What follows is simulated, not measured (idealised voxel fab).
Module name: voxel spacer lines (process module)
For reference, the cross-section in this document is cut, with width 205 nm and square cells of 5 nm.
A cross-section in this document is a grid of square cells, and it is written down as bands, the top band listed before the ones below it; a band is made up of one or more rows of cells.
In this notation a band is specified by the heights of its top and bottom, in that order and in nm, after which its materials appear from left to right, each paired with its width in nm. The word "all across" attached to a single material means that material fills the band from edge to edge; the word "empty" stands for empty space.
Heights are measured from 0, the level below which the as-received wafer is all one material; the lowest band has no bottom and continues downward, written as in "from 0 down".
It should be noted that a width expressed as "30 to 40" varies in equal increments from row to row of cells within the band, taking the value of the first number at the top row and that of the second number at the bottom row.
"no alteration" -> step changed no cross-section cell.
"Closed internal cavities" contains a list of empty spaces, each no smaller than 8 cells and without an open way to the top, written in the form width x height at distance with the distance from the left edge and all three in nm.
Step line, after settings: the simulator's comment on this step.
A step's line can hold "overlay nm"; with a mask on that step, the setting says how far right of the planned place the mask lay, while a negative setting says it lay to the left.
How should the pairs below be read? Each gives the cross-section before one process step and the cross-section after it, the latter drawn only to the lowest band that changed; the step that lies between them, with its settings, appears under the pair. Does a pair pick up where the pair above left off? Only where its entry headed "Before this step" says so, since pairs can come from different runs of this module on the same starting wafer.

Before this step
- from 0 down | Si all across
- Closed internal cavities: none

Post-Step Section View
- from 5 to 0 | Al2O3 all across
- For the remainder of the cross-section, below 0, there is no change.
- Closed internal cavities: none
Step that separates the before view from the after view above: CONFORMAL_DEP | material Al2O3 | thk nm 5

Before this step: cross-section not repeated; it is the one shown after the step in the pair just above.

Post-Step Section View
- from 25 to 5 | polySi all across
- For the remainder of the cross-section, below 5, there is no change.
- Closed internal cavities: none
Step that separates the before view from the after view above: DIRECTIONAL_DEP | material polySi | thk nm 20

Before this step: cross-section not repeated; it is the one shown after the step in the pair just above.

Post-Step Section View
- from 45 to 25 | aC all across
- For the remainder of the cross-section, below 25, there is no change.
- Closed internal cavities: none
Step that separates the before view from the after view above: DIRECTIONAL_DEP | material aC | thk nm 20

Before this step: cross-section not repeated; it is the one shown after the step in the pair just above.

Post-Step Section View
- from 75 to 45 | 55 of empty | 25 of resist | 45 of empty | 25 of resist | 55 of empty
- For the remainder of the cross-section, below 45, there is no change.
- Closed internal cavities: none
Step that separates the before view from the after view above: PATTERN | tone cover | mask id MANDREL | material resist | width nm 25 | pitch nm 70 | thk nm 30 | overlay nm 0

Before this step: cross-section not repeated; it is the one shown after the step in the pair just above.

Post-Step Section View
- from 55 to 45 | 55 of empty | 25 of resist | 45 of empty | 25 of resist | 55 of empty
- from 45 to 25 | 55 of empty | 25 of aC | 45 of empty | 25 of aC | 55 of empty
- For the remainder of the cross-section, below 25, there is no change.
- Closed internal cavities: none
Step that separates the before view from the after view above: DIRECTIONAL_ETCH | etch materials aC | depth nm 20

Before this step: cross-section not repeated; it is the one shown after the step in the pair just above.

Post-Step Section View
- from 45 to 25 | 55 of empty | 25 of aC | 45 of empty | 25 of aC | 55 of empty
- For the remainder of the cross-section, below 25, there is no change.
- Closed internal cavities: none
Step that separates the before view from the after view above: STRIP | etch materials resist

Before this step: cross-section not repeated; it is the one shown after the step in the pair just above.

Post-Step Section View
- from 55 to 45 | 45 of empty | 45 of SiN | 25 of empty | 45 of SiN | 45 of empty
- from 45 to 35 | 45 of empty | 10 of SiN | 25 of aC | 10 of SiN | 25 of empty | 10 of SiN | 25 of aC | 10 of SiN | 45 of empty
- from 35 to 25 | 55 of SiN | 25 of aC | 45 of SiN | 25 of aC | 55 of SiN
- For the remainder of the cross-section, below 25, there is no change.
- Closed internal cavities: none
Step that separates the before view from the after view above: CONFORMAL_DEP | material SiN | thk nm 10

Before this step: cross-section not repeated; it is the one shown after the step in the pair just above.

Post-Step Section View
- from 45 to 25 | 45 of empty | 10 of SiN | 25 of aC | 10 of SiN | 25 of empty | 10 of SiN | 25 of aC | 10 of SiN | 45 of empty
- For the remainder of the cross-section, below 25, there is no change.
- Closed internal cavities: none
Step that separates the before view from the after view above: DIRECTIONAL_ETCH | etch materials SiN | depth nm 10

Before this step: cross-section not repeated; it is the one shown after the step in the pair just above.

Post-Step Section View
- from 45 to 25 | 45 of empty | 10 of SiN | 25 of empty | 10 of SiN | 25 of empty | 10 of SiN | 25 of empty | 10 of SiN | 45 of empty
- For the remainder of the cross-section, below 25, there is no change.
- Closed internal cavities: none
Step that separates the before view from the after view above: STRIP | etch materials aC

Before this step: cross-section not repeated; it is the one shown after the step in the pair just above.

Post-Step Section View
- from 45 to 25 | 45 of empty | 10 of SiN | 25 of empty | 10 of SiN | 25 of empty | 10 of SiN | 25 of empty | 10 of SiN | 45 of empty
- from 25 to 5 | 45 of empty | 10 of polySi | 25 of empty | 10 of polySi | 25 of empty | 10 of polySi | 25 of empty | 10 of polySi | 45 of empty
- For the remainder of the cross-section, below 5, there is no change.
- Closed internal cavities: none
Step that separates the before view from the after view above: DIRECTIONAL_ETCH | etch materials polySi | depth nm 20

Before this step: cross-section not repeated; it is the one shown after the step in the pair just above.

Post-Step Section View
- from 25 to 5 | 45 of empty | 10 of polySi | 25 of empty | 10 of polySi | 25 of empty | 10 of polySi | 25 of empty | 10 of polySi | 45 of empty
- For the remainder of the cross-section, below 5, there is no change.
- Closed internal cavities: none
Step that separates the before view from the after view above: STRIP | etch materials SiN

Before this step: cross-section not repeated; it is the one shown after the step in the pair just above.

Post-Step Section View
- from 35 to 25 | SiO2 all across
- from 25 to 5 | 45 of SiO2 | 10 of polySi | 25 of SiO2 | 10 of polySi | 25 of SiO2 | 10 of polySi | 25 of SiO2 | 10 of polySi | 45 of SiO2
- For the remainder of the cross-section, below 5, there is no change.
- Closed internal cavities: none
Step that separates the before view from the after view above: FILL_DEP | material SiO2 | thk nm 10

Before this step: cross-section not repeated; it is the one shown after the step in the pair just above.

Post-Step Section View
- from 25 to 5 | 45 of SiO2 | 10 of polySi | 25 of SiO2 | 10 of polySi | 25 of SiO2 | 10 of polySi | 25 of SiO2 | 10 of polySi | 45 of SiO2
- For the remainder of the cross-section, below 5, there is no change.
- Closed internal cavities: none
Step that separates the before view from the after view above: CMP | height nm 25

Before this step
- from 0 down | Si all across
- Closed internal cavities: none

Post-Step Section View
- from 20 to 0 | polySi all across
- For the remainder of the cross-section, below 0, there is no change.
- Closed internal cavities: none
Step that separates the before view from the after view above: DIRECTIONAL_DEP | material polySi | thk nm 20

Before this step: cross-section not repeated; it is the one shown after the step in the pair just above.

Post-Step Section View
- from 40 to 20 | aC all across
- For the remainder of the cross-section, below 20, there is no change.
- Closed internal cavities: none
Step that separates the before view from the after view above: DIRECTIONAL_DEP | material aC | thk nm 20

Before this step: cross-section not repeated; it is the one shown after the step in the pair just above.

Post-Step Section View
- from 70 to 40 | 55 of empty | 25 of resist | 45 of empty | 25 of resist | 55 of empty
- For the remainder of the cross-section, below 40, there is no change.
- Closed internal cavities: none
Step that separates the before view from the after view above: PATTERN | tone cover | mask id MANDREL | material resist | width nm 25 | pitch nm 70 | thk nm 30 | overlay nm 0

Before this step: cross-section not repeated; it is the one shown after the step in the pair just above.

Post-Step Section View
- from 50 to 40 | 55 of empty | 25 of resist | 45 of empty | 25 of resist | 55 of empty
- from 40 to 20 | 55 of empty | 25 of aC | 45 of empty | 25 of aC | 55 of empty
- For the remainder of the cross-section, below 20, there is no change.
- Closed internal cavities: none
Step that separates the before view from the after view above: DIRECTIONAL_ETCH | etch materials aC | depth nm 20

Before this step: cross-section not repeated; it is the one shown after the step in the pair just above.

Post-Step Section View
- from 40 to 20 | 55 of empty | 25 of aC | 45 of empty | 25 of aC | 55 of empty
- For the remainder of the cross-section, below 20, there is no change.
- Closed internal cavities: none
Step that separates the before view from the after view above: STRIP | etch materials resist

Before this step: cross-section not repeated; it is the one shown after the step in the pair just above.

Post-Step Section View
- from 50 to 40 | 45 of empty | 45 of SiN | 25 of empty | 45 of SiN | 45 of empty
- from 40 to 30 | 45 of empty | 10 of SiN | 25 of aC | 10 of SiN | 25 of empty | 10 of SiN | 25 of aC | 10 of SiN | 45 of empty
- from 30 to 20 | 55 of SiN | 25 of aC | 45 of SiN | 25 of aC | 55 of SiN
- For the remainder of the cross-section, below 20, there is no change.
- Closed internal cavities: none
Step that separates the before view from the after view above: CONFORMAL_DEP | material SiN | thk nm 10

Before this step: cross-section not repeated; it is the one shown after the step in the pair just above.

Post-Step Section View
- from 40 to 20 | 45 of empty | 10 of SiN | 25 of aC | 10 of SiN | 25 of empty | 10 of SiN | 25 of aC | 10 of SiN | 45 of empty
- For the remainder of the cross-section, below 20, there is no change.
- Closed internal cavities: none
Step that separates the before view from the after view above: DIRECTIONAL_ETCH | etch materials SiN | depth nm 10

Before this step: cross-section not repeated; it is the one shown after the step in the pair just above.

Post-Step Section View
- from 40 to 20 | 45 of empty | 10 of SiN | 25 of empty | 10 of SiN | 25 of empty | 10 of SiN | 25 of empty | 10 of SiN | 45 of empty
- For the remainder of the cross-section, below 20, there is no change.
- Closed internal cavities: none
Step that separates the before view from the after view above: STRIP | etch materials aC

Before this step: cross-section not repeated; it is the one shown after the step in the pair just above.

Post-Step Section View
- from 40 to 20 | 45 of empty | 10 of SiN | 25 of empty | 10 of SiN | 25 of empty | 10 of SiN | 25 of empty | 10 of SiN | 45 of empty
- from 20 to 0 | 45 of empty | 10 of polySi | 25 of empty | 10 of polySi | 25 of empty | 10 of polySi | 25 of empty | 10 of polySi | 45 of empty
- For the remainder of the cross-section, below 0, there is no change.
- Closed internal cavities: none
Step that separates the before view from the after view above: DIRECTIONAL_ETCH | etch materials polySi | depth nm 20

Before this step: cross-section not repeated; it is the one shown after the step in the pair just above.

Post-Step Section View
- from 20 to 0 | 45 of empty | 10 of polySi | 25 of empty | 10 of polySi | 25 of empty | 10 of polySi | 25 of empty | 10 of polySi | 45 of empty
- For the remainder of the cross-section, below 0, there is no change.
- Closed internal cavities: none
Step that separates the before view from the after view above: STRIP | etch materials SiN

Before this step: cross-section not repeated; it is the one shown after the step in the pair just above.

Post-Step Section View
- from 30 to 20 | SiO2 all across
- from 20 to 0 | 45 of SiO2 | 10 of polySi | 25 of SiO2 | 10 of polySi | 25 of SiO2 | 10 of polySi | 25 of SiO2 | 10 of polySi | 45 of SiO2
- For the remainder of the cross-section, below 0, there is no change.
- Closed internal cavities: none
Step that separates the before view from the after view above: FILL_DEP | material SiO2 | thk nm 10

Before this step: cross-section not repeated; it is the one shown after the step in the pair just above.

Post-Step Section View
- from 25 to 20 | SiO2 all across
- For the remainder of the cross-section, below 20, there is no change.
- Closed internal cavities: none
Step that separates the before view from the after view above: CMP | height nm 25

Before this step
- from 20 to 0 | polySi all across
- from 0 down | Si all across
- Closed internal cavities: none

Post-Step Section View
- from 25 to 20 | Al2O3 all across
- For the remainder of the cross-section, below 20, there is no change.
- Closed internal cavities: none
Step that separates the before view from the after view above: CONFORMAL_DEP | material Al2O3 | thk nm 5

Before this step: cross-section not repeated; it is the one shown after the step in the pair just above.

Post-Step Section View
- from 45 to 25 | aC all across
- For the remainder of the cross-section, below 25, there is no change.
- Closed internal cavities: none
Step that separates the before view from the after view above: DIRECTIONAL_DEP | material aC | thk nm 20

Before this step: cross-section not repeated; it is the one shown after the step in the pair just above.

Post-Step Section View
- from 75 to 45 | 55 of empty | 25 of resist | 45 of empty | 25 of resist | 55 of empty
- For the remainder of the cross-section, below 45, there is no change.
- Closed internal cavities: none
Step that separates the before view from the after view above: PATTERN | tone cover | mask id MANDREL | material resist | width nm 25 | pitch nm 70 | thk nm 30 | overlay nm 0

Before this step: cross-section not repeated; it is the one shown after the step in the pair just above.

Post-Step Section View
- from 55 to 45 | 55 of empty | 25 of resist | 45 of empty | 25 of resist | 55 of empty
- from 45 to 25 | 55 of empty | 25 of aC | 45 of empty | 25 of aC | 55 of empty
- For the remainder of the cross-section, below 25, there is no change.
- Closed internal cavities: none
Step that separates the before view from the after view above: DIRECTIONAL_ETCH | etch materials aC | depth nm 20

Before this step: cross-section not repeated; it is the one shown after the step in the pair just above.

Post-Step Section View
- from 45 to 25 | 55 of empty | 25 of aC | 45 of empty | 25 of aC | 55 of empty
- For the remainder of the cross-section, below 25, there is no change.
- Closed internal cavities: none
Step that separates the before view from the after view above: STRIP | etch materials resist

Before this step: cross-section not repeated; it is the one shown after the step in the pair just above.

Post-Step Section View
- from 55 to 45 | 45 of empty | 45 of SiN | 25 of empty | 45 of SiN | 45 of empty
- from 45 to 35 | 45 of empty | 10 of SiN | 25 of aC | 10 of SiN | 25 of empty | 10 of SiN | 25 of aC | 10 of SiN | 45 of empty
- from 35 to 25 | 55 of SiN | 25 of aC | 45 of SiN | 25 of aC | 55 of SiN
- For the remainder of the cross-section, below 25, there is no change.
- Closed internal cavities: none
Step that separates the before view from the after view above: CONFORMAL_DEP | material SiN | thk nm 10

Before this step: cross-section not repeated; it is the one shown after the step in the pair just above.

Post-Step Section View
- from 45 to 25 | 45 of empty | 10 of SiN | 25 of aC | 10 of SiN | 25 of empty | 10 of SiN | 25 of aC | 10 of SiN | 45 of empty
- For the remainder of the cross-section, below 25, there is no change.
- Closed internal cavities: none
Step that separates the before view from the after view above: DIRECTIONAL_ETCH | etch materials SiN | depth nm 10

Before this step: cross-section not repeated; it is the one shown after the step in the pair just above.

Post-Step Section View
- from 45 to 25 | 45 of empty | 10 of SiN | 25 of empty | 10 of SiN | 25 of empty | 10 of SiN | 25 of empty | 10 of SiN | 45 of empty
- For the remainder of the cross-section, below 25, there is no change.
- Closed internal cavities: none
Step that separates the before view from the after view above: STRIP | etch materials aC

Before this step: cross-section not repeated; it is the one shown after the step in the pair just above.

Post-Step Section View
- from 25 to 20 | Al2O3 all across
- For the remainder of the cross-section, below 20, there is no change.
- Closed internal cavities: none
Step that separates the before view from the after view above: STRIP | etch materials SiN

Before this step: cross-section not repeated; it is the one shown after the step in the pair just above.

Post-Step Section View
- from 35 to 25 | SiO2 all across
- For the remainder of the cross-section, below 25, there is no change.
- Closed internal cavities: none
Step that separates the before view from the after view above: FILL_DEP | material SiO2 | thk nm 10

Before this step: cross-section not repeated; it is the one shown after the step in the pair just above.

Post-Step Section View
- from 25 to 20 | Al2O3 all across
- For the remainder of the cross-section, below 20, there is no change.
- Closed internal cavities: none
Step that separates the before view from the after view above: CMP | height nm 25

Before this step
- from 35 to 25 | SiO2 all across
- from 25 to 5 | 45 of SiO2 | 10 of polySi | 25 of SiO2 | 10 of polySi | 25 of SiO2 | 10 of polySi | 25 of SiO2 | 10 of polySi | 45 of SiO2
- from 5 to 0 | Al2O3 all across
- from 0 down | Si all across
- Closed internal cavities: none

Post-Step Section View
- from 15 to 5 | 45 of SiO2 | 10 of polySi | 25 of SiO2 | 10 of polySi | 25 of SiO2 | 10 of polySi | 25 of SiO2 | 10 of polySi | 45 of SiO2
- For the remainder of the cross-section, below 5, there is no change.
- Closed internal cavities: none
Step that separates the before view from the after view above: CMP | height nm 15

Before this step
- from 45 to 25 | aC all across
- from 25 to 5 | polySi all across
- from 5 to 0 | Al2O3 all across
- from 0 down | Si all across
- Closed internal cavities: none

Post-Step Section View
- from 75 to 45 | 60 of empty | 20 of resist | 50 of empty | 20 of resist | 55 of empty
- For the remainder of the cross-section, below 45, there is no change.
- Closed internal cavities: none
Step that separates the before view from the after view above: PATTERN | tone cover | mask id MANDREL | material resist | width nm 20 | pitch nm 70 | thk nm 30 | overlay nm 0

Before this step: cross-section not repeated; it is the one shown after the step in the pair just above.

Post-Step Section View
- from 55 to 45 | 60 of empty | 20 of resist | 50 of empty | 20 of resist | 55 of empty
- from 45 to 25 | 60 of empty | 20 of aC | 50 of empty | 20 of aC | 55 of empty
- For the remainder of the cross-section, below 25, there is no change.
- Closed internal cavities: none
Step that separates the before view from the after view above: DIRECTIONAL_ETCH | etch materials aC | depth nm 20

Before this step: cross-section not repeated; it is the one shown after the step in the pair just above.

Post-Step Section View
- from 45 to 25 | 60 of empty | 20 of aC | 50 of empty | 20 of aC | 55 of empty
- For the remainder of the cross-section, below 25, there is no change.
- Closed internal cavities: none
Step that separates the before view from the after view above: STRIP | etch materials resist

Before this step: cross-section not repeated; it is the one shown after the step in the pair just above.

Post-Step Section View
- from 55 to 45 | 50 of empty | 40 of SiN | 30 of empty | 40 of SiN | 45 of empty
- from 45 to 35 | 50 of empty | 10 of SiN | 20 of aC | 10 of SiN | 30 of empty | 10 of SiN | 20 of aC | 10 of SiN | 45 of empty
- from 35 to 25 | 60 of SiN | 20 of aC | 50 of SiN | 20 of aC | 55 of SiN
- For the remainder of the cross-section, below 25, there is no change.
- Closed internal cavities: none
Step that separates the before view from the after view above: CONFORMAL_DEP | material SiN | thk nm 10

Before this step: cross-section not repeated; it is the one shown after the step in the pair just above.

Post-Step Section View
- from 45 to 25 | 50 of empty | 10 of SiN | 20 of aC | 10 of SiN | 30 of empty | 10 of SiN | 20 of aC | 10 of SiN | 45 of empty
- For the remainder of the cross-section, below 25, there is no change.
- Closed internal cavities: none
Step that separates the before view from the after view above: DIRECTIONAL_ETCH | etch materials SiN | depth nm 10

Before this step: cross-section not repeated; it is the one shown after the step in the pair just above.

Post-Step Section View
- from 45 to 25 | 50 of empty | 10 of SiN | 20 of empty | 10 of SiN | 30 of empty | 10 of SiN | 20 of empty | 10 of SiN | 45 of empty
- For the remainder of the cross-section, below 25, there is no change.
- Closed internal cavities: none
Step that separates the before view from the after view above: STRIP | etch materials aC

Before this step: cross-section not repeated; it is the one shown after the step in the pair just above.

Post-Step Section View
- from 45 to 25 | 50 of empty | 10 of SiN | 20 of empty | 10 of SiN | 30 of empty | 10 of SiN | 20 of empty | 10 of SiN | 45 of empty
- from 25 to 5 | 50 of empty | 10 of polySi | 20 of empty | 10 of polySi | 30 of empty | 10 of polySi | 20 of empty | 10 of polySi | 45 of empty
- For the remainder of the cross-section, below 5, there is no change.
- Closed internal cavities: none
Step that separates the before view from the after view above: DIRECTIONAL_ETCH | etch materials polySi | depth nm 20

Before this step: cross-section not repeated; it is the one shown after the step in the pair just above.

Post-Step Section View
- from 25 to 5 | 50 of empty | 10 of polySi | 20 of empty | 10 of polySi | 30 of empty | 10 of polySi | 20 of empty | 10 of polySi | 45 of empty
- For the remainder of the cross-section, below 5, there is no change.
- Closed internal cavities: none
Step that separates the before view from the after view above: STRIP | etch materials SiN

Before this step: cross-section not repeated; it is the one shown after the step in the pair just above.

Post-Step Section View
- from 35 to 25 | SiO2 all across
- from 25 to 5 | 50 of SiO2 | 10 of polySi | 20 of SiO2 | 10 of polySi | 30 of SiO2 | 10 of polySi | 20 of SiO2 | 10 of polySi | 45 of SiO2
- For the remainder of the cross-section, below 5, there is no change.
- Closed internal cavities: none
Step that separates the before view from the after view above: FILL_DEP | material SiO2 | thk nm 10

Before this step: cross-section not repeated; it is the one shown after the step in the pair just above.

Post-Step Section View
- from 25 to 5 | 50 of SiO2 | 10 of polySi | 20 of SiO2 | 10 of polySi | 30 of SiO2 | 10 of polySi | 20 of SiO2 | 10 of polySi | 45 of SiO2
- For the remainder of the cross-section, below 5, there is no change.
- Closed internal cavities: none
Step that separates the before view from the after view above: CMP | height nm 25

Before this step
- from 45 to 25 | aC all across
- from 25 to 5 | polySi all across
- from 5 to 0 | Al2O3 all across
- from 0 down | Si all across
- Closed internal cavities: none

Post-Step Section View
- from 75 to 45 | 50 of empty | 25 of resist | 45 of empty | 25 of resist | 60 of empty
- For the remainder of the cross-section, below 45, there is no change.
- Closed internal cavities: none
Step that separates the before view from the after view above: PATTERN | tone cover | mask id MANDREL | material resist | width nm 25 | pitch nm 70 | thk nm 30 | overlay nm -5

Before this step: cross-section not repeated; it is the one shown after the step in the pair just above.

Post-Step Section View
- from 55 to 45 | 50 of empty | 25 of resist | 45 of empty | 25 of resist | 60 of empty
- from 45 to 25 | 50 of empty | 25 of aC | 45 of empty | 25 of aC | 60 of empty
- For the remainder of the cross-section, below 25, there is no change.
- Closed internal cavities: none
Step that separates the before view from the after view above: DIRECTIONAL_ETCH | etch materials aC | depth nm 20

Before this step: cross-section not repeated; it is the one shown after the step in the pair just above.

Post-Step Section View
- from 45 to 25 | 50 of empty | 25 of aC | 45 of empty | 25 of aC | 60 of empty
- For the remainder of the cross-section, below 25, there is no change.
- Closed internal cavities: none
Step that separates the before view from the after view above: STRIP | etch materials resist

Before this step: cross-section not repeated; it is the one shown after the step in the pair just above.

Post-Step Section View
- from 55 to 45 | 40 of empty | 45 of SiN | 25 of empty | 45 of SiN | 50 of empty
- from 45 to 35 | 40 of empty | 10 of SiN | 25 of aC | 10 of SiN | 25 of empty | 10 of SiN | 25 of aC | 10 of SiN | 50 of empty
- from 35 to 25 | 50 of SiN | 25 of aC | 45 of SiN | 25 of aC | 60 of SiN
- For the remainder of the cross-section, below 25, there is no change.
- Closed internal cavities: none
Step that separates the before view from the after view above: CONFORMAL_DEP | material SiN | thk nm 10

Before this step: cross-section not repeated; it is the one shown after the step in the pair just above.

Post-Step Section View
- from 45 to 25 | 40 of empty | 10 of SiN | 25 of aC | 10 of SiN | 25 of empty | 10 of SiN | 25 of aC | 10 of SiN | 50 of empty
- For the remainder of the cross-section, below 25, there is no change.
- Closed internal cavities: none
Step that separates the before view from the after view above: DIRECTIONAL_ETCH | etch materials SiN | depth nm 10

Before this step: cross-section not repeated; it is the one shown after the step in the pair just above.

Post-Step Section View
- from 45 to 25 | 40 of empty | 10 of SiN | 25 of empty | 10 of SiN | 25 of empty | 10 of SiN | 25 of empty | 10 of SiN | 50 of empty
- For the remainder of the cross-section, below 25, there is no change.
- Closed internal cavities: none
Step that separates the before view from the after view above: STRIP | etch materials aC

Before this step: cross-section not repeated; it is the one shown after the step in the pair just above.

Post-Step Section View
- from 45 to 25 | 40 of empty | 10 of SiN | 25 of empty | 10 of SiN | 25 of empty | 10 of SiN | 25 of empty | 10 of SiN | 50 of empty
- from 25 to 5 | 40 of empty | 10 of polySi | 25 of empty | 10 of polySi | 25 of empty | 10 of polySi | 25 of empty | 10 of polySi | 50 of empty
- For the remainder of the cross-section, below 5, there is no change.
- Closed internal cavities: none
Step that separates the before view from the after view above: DIRECTIONAL_ETCH | etch materials polySi | depth nm 20

Before this step: cross-section not repeated; it is the one shown after the step in the pair just above.

Post-Step Section View
- from 25 to 5 | 40 of empty | 10 of polySi | 25 of empty | 10 of polySi | 25 of empty | 10 of polySi | 25 of empty | 10 of polySi | 50 of empty
- For the remainder of the cross-section, below 5, there is no change.
- Closed internal cavities: none
Step that separates the before view from the after view above: STRIP | etch materials SiN

Before this step: cross-section not repeated; it is the one shown after the step in the pair just above.

Post-Step Section View
- from 35 to 25 | SiO2 all across
- from 25 to 5 | 40 of SiO2 | 10 of polySi | 25 of SiO2 | 10 of polySi | 25 of SiO2 | 10 of polySi | 25 of SiO2 | 10 of polySi | 50 of SiO2
- For the remainder of the cross-section, below 5, there is no change.
- Closed internal cavities: none
Step that separates the before view from the after view above: FILL_DEP | material SiO2 | thk nm 10

Before this step: cross-section not repeated; it is the one shown after the step in the pair just above.

Post-Step Section View
- from 25 to 5 | 40 of SiO2 | 10 of polySi | 25 of SiO2 | 10 of polySi | 25 of SiO2 | 10 of polySi | 25 of SiO2 | 10 of polySi | 50 of SiO2
- For the remainder of the cross-section, below 5, there is no change.
- Closed internal cavities: none
Step that separates the before view from the after view above: CMP | height nm 25

Before this step
- from 0 down | Si all across
- Closed internal cavities: none

Post-Step Section View
- from 5 to 0 | SiO2 all across
- For the remainder of the cross-section, below 0, there is no change.
- Closed internal cavities: none
Step that separates the before view from the after view above: CONFORMAL_DEP | material SiO2 | thk nm 5

Before this step: cross-section not repeated; it is the one shown after the step in the pair just above.

Post-Step Section View
- from 25 to 5 | polySi all across
- For the remainder of the cross-section, below 5, there is no change.
- Closed internal cavities: none
Step that separates the before view from the after view above: DIRECTIONAL_DEP | material polySi | thk nm 20

Before this step: cross-section not repeated; it is the one shown after the step in the pair just above.

Post-Step Section View
- from 45 to 25 | aC all across
- For the remainder of the cross-section, below 25, there is no change.
- Closed internal cavities: none
Step that separates the before view from the after view above: DIRECTIONAL_DEP | material aC | thk nm 20

Before this step: cross-section not repeated; it is the one shown after the step in the pair just above.

Post-Step Section View
- from 75 to 45 | 55 of empty | 25 of resist | 45 of empty | 25 of resist | 55 of empty
- For the remainder of the cross-section, below 45, there is no change.
- Closed internal cavities: none
Step that separates the before view from the after view above: PATTERN | tone cover | mask id MANDREL | material resist | width nm 25 | pitch nm 70 | thk nm 30 | overlay nm 0

Before this step: cross-section not repeated; it is the one shown after the step in the pair just above.

Post-Step Section View
- from 55 to 45 | 55 of empty | 25 of resist | 45 of empty | 25 of resist | 55 of empty
- from 45 to 25 | 55 of empty | 25 of aC | 45 of empty | 25 of aC | 55 of empty
- For the remainder of the cross-section, below 25, there is no change.
- Closed internal cavities: none
Step that separates the before view from the after view above: DIRECTIONAL_ETCH | etch materials aC | depth nm 20

Before this step: cross-section not repeated; it is the one shown after the step in the pair just above.

Post-Step Section View
- from 45 to 25 | 55 of empty | 25 of aC | 45 of empty | 25 of aC | 55 of empty
- For the remainder of the cross-section, below 25, there is no change.
- Closed internal cavities: none
Step that separates the before view from the after view above: STRIP | etch materials resist

Before this step: cross-section not repeated; it is the one shown after the step in the pair just above.

Post-Step Section View
- from 55 to 45 | 45 of empty | 45 of SiN | 25 of empty | 45 of SiN | 45 of empty
- from 45 to 35 | 45 of empty | 10 of SiN | 25 of aC | 10 of SiN | 25 of empty | 10 of SiN | 25 of aC | 10 of SiN | 45 of empty
- from 35 to 25 | 55 of SiN | 25 of aC | 45 of SiN | 25 of aC | 55 of SiN
- For the remainder of the cross-section, below 25, there is no change.
- Closed internal cavities: none
Step that separates the before view from the after view above: CONFORMAL_DEP | material SiN | thk nm 10

Before this step: cross-section not repeated; it is the one shown after the step in the pair just above.

Post-Step Section View
- from 45 to 25 | 45 of empty | 10 of SiN | 25 of aC | 10 of SiN | 25 of empty | 10 of SiN | 25 of aC | 10 of SiN | 45 of empty
- For the remainder of the cross-section, below 25, there is no change.
- Closed internal cavities: none
Step that separates the before view from the after view above: DIRECTIONAL_ETCH | etch materials SiN | depth nm 10

Before this step: cross-section not repeated; it is the one shown after the step in the pair just above.

Post-Step Section View
- from 45 to 25 | 45 of empty | 10 of SiN | 25 of empty | 10 of SiN | 25 of empty | 10 of SiN | 25 of empty | 10 of SiN | 45 of empty
- For the remainder of the cross-section, below 25, there is no change.
- Closed internal cavities: none
Step that separates the before view from the after view above: STRIP | etch materials aC

Before this step: cross-section not repeated; it is the one shown after the step in the pair just above.

Post-Step Section View
- from 45 to 25 | 45 of empty | 10 of SiN | 25 of empty | 10 of SiN | 25 of empty | 10 of SiN | 25 of empty | 10 of SiN | 45 of empty
- from 25 to 5 | 45 of empty | 10 of polySi | 25 of empty | 10 of polySi | 25 of empty | 10 of polySi | 25 of empty | 10 of polySi | 45 of empty
- For the remainder of the cross-section, below 5, there is no change.
- Closed internal cavities: none
Step that separates the before view from the after view above: DIRECTIONAL_ETCH | etch materials polySi | depth nm 20

Before this step: cross-section not repeated; it is the one shown after the step in the pair just above.

Post-Step Section View
- from 25 to 5 | 45 of empty | 10 of polySi | 25 of empty | 10 of polySi | 25 of empty | 10 of polySi | 25 of empty | 10 of polySi | 45 of empty
- For the remainder of the cross-section, below 5, there is no change.
- Closed internal cavities: none
Step that separates the before view from the after view above: STRIP | etch materials SiN

Before this step: cross-section not repeated; it is the one shown after the step in the pair just above.

Post-Step Section View
- from 35 to 25 | SiO2 all across
- from 25 to 5 | 45 of SiO2 | 10 of polySi | 25 of SiO2 | 10 of polySi | 25 of SiO2 | 10 of polySi | 25 of SiO2 | 10 of polySi | 45 of SiO2
- For the remainder of the cross-section, below 5, there is no change.
- Closed internal cavities: none
Step that separates the before view from the after view above: FILL_DEP | material SiO2 | thk nm 10

Before this step: cross-section not repeated; it is the one shown after the step in the pair just above.

Post-Step Section View
- from 25 to 5 | 45 of SiO2 | 10 of polySi | 25 of SiO2 | 10 of polySi | 25 of SiO2 | 10 of polySi | 25 of SiO2 | 10 of polySi | 45 of SiO2
- For the remainder of the cross-section, below 5, there is no change.
- Closed internal cavities: none
Step that separates the before view from the after view above: CMP | height nm 25

Before this step
- from 45 to 25 | aC all across
- from 25 to 5 | polySi all across
- from 5 to 0 | Al2O3 all across
- from 0 down | Si all across
- Closed internal cavities: none

Post-Step Section View
- from 75 to 45 | 55 of resist | 25 of empty | 45 of resist | 25 of empty | 55 of resist
- For the remainder of the cross-section, below 45, there is no change.
- Closed internal cavities: none
Step that separates the before view from the after view above: PATTERN | tone open | mask id MANDREL | material resist | width nm 25 | pitch nm 70 | thk nm 30 | overlay nm 0

Before this step: cross-section not repeated; it is the one shown after the step in the pair just above.

Post-Step Section View
- from 55 to 45 | 55 of resist | 25 of empty | 45 of resist | 25 of empty | 55 of resist
- from 45 to 25 | 55 of aC | 25 of empty | 45 of aC | 25 of empty | 55 of aC
- For the remainder of the cross-section, below 25, there is no change.
- Closed internal cavities: none
Step that separates the before view from the after view above: DIRECTIONAL_ETCH | etch materials aC | depth nm 20

Before this step: cross-section not repeated; it is the one shown after the step in the pair just above.

Post-Step Section View
- from 45 to 25 | 55 of aC | 25 of empty | 45 of aC | 25 of empty | 55 of aC
- For the remainder of the cross-section, below 25, there is no change.
- Closed internal cavities: none
Step that separates the before view from the after view above: STRIP | etch materials resist

Before this step: cross-section not repeated; it is the one shown after the step in the pair just above.

Post-Step Section View
- from 55 to 45 | 65 of SiN | 5 of empty | 65 of SiN | 5 of empty | 65 of SiN
- from 45 to 35 | 55 of aC | 10 of SiN | 5 of empty | 10 of SiN | 45 of aC | 10 of SiN | 5 of empty | 10 of SiN | 55 of aC
- from 35 to 25 | 55 of aC | 25 of SiN | 45 of aC | 25 of SiN | 55 of aC
- For the remainder of the cross-section, below 25, there is no change.
- Closed internal cavities: none
Step that separates the before view from the after view above: CONFORMAL_DEP | material SiN | thk nm 10
